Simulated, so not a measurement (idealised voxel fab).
The document below concerns the process module designated voxel double patterning.
This is section cut - it's 235 nm across, gridded in 5 nm square cells.
In what follows, cross-sections appear as grids of square cells, described through bands that run from the top down, where every band is one or more rows of cells.
A band entry consists of two parts. The first gives the height of the band's top and the height of its bottom, in nm. The rest lists the band's materials from left to right, each with its width in nm. A single material labelled with the word "everywhere" fills the band from edge to edge, and the word "empty" marks empty space.
For the purposes of this specification, 0 denotes the height below which the wafer in its as-received condition is composed wholly of one material, and the lowermost band, lacking a lower limit, extends downward without end, as expressed in "0 -> down".
Width "30 to 40": first value at the band's top row of cells, second value at its bottom row, equal change from row to row.
No cell of the cross-section changed in a step that is given as "nothing altered".
Empty spaces counting at least 8 cells and having no open way to the top are listed in "Unvented cavities". The notation width x height at distance is used for each, the distance being from the left edge and all three values in nm.
Read whatever lies past the settings on a step's line as the simulator's own remark about the step.
overlay nm: on a step with a mask, how far right of its planned place the mask lay; negative means left.
# Steps planned for the process
1,RECEIVE [material Si]
2,CONFORMAL_DEP [material SiO2] [thk nm 10]
3,DIRECTIONAL_DEP [material W] [thk nm 15]
4,DIRECTIONAL_DEP [material SiN] [thk nm 5]
5,PATTERN [tone open] [mask id FIRST] [material resist] [width nm 15] [pitch nm 50] [thk nm 20] [overlay nm 0]
6,DIRECTIONAL_ETCH [etch materials SiN] [depth nm 5]
7,STRIP [etch materials resist]
8,MASKED_ETCH [tone open] [mask id SECOND] [width nm 15] [etch materials SiN] [depth nm 5] [overlay nm 0]
9,DIRECTIONAL_ETCH [etch materials W] [depth nm 15]
10,STRIP [etch materials SiN]
# Cross-section of the wafer as it came to us, i.e., already through step 1
> 0 -> down | Si everywhere
> Unvented cavities: none
# Module complete, cross-section. Starting point and plan per above. One mistake made in running the module
> 25 -> 0 | SiO2 everywhere
> 0 -> down | Si everywhere
> Unvented cavities: none
Nonconformance to the process plan: not per plan at step 3, really ran DIRECTIONAL_DEP [material SiO2] [thk nm 15]
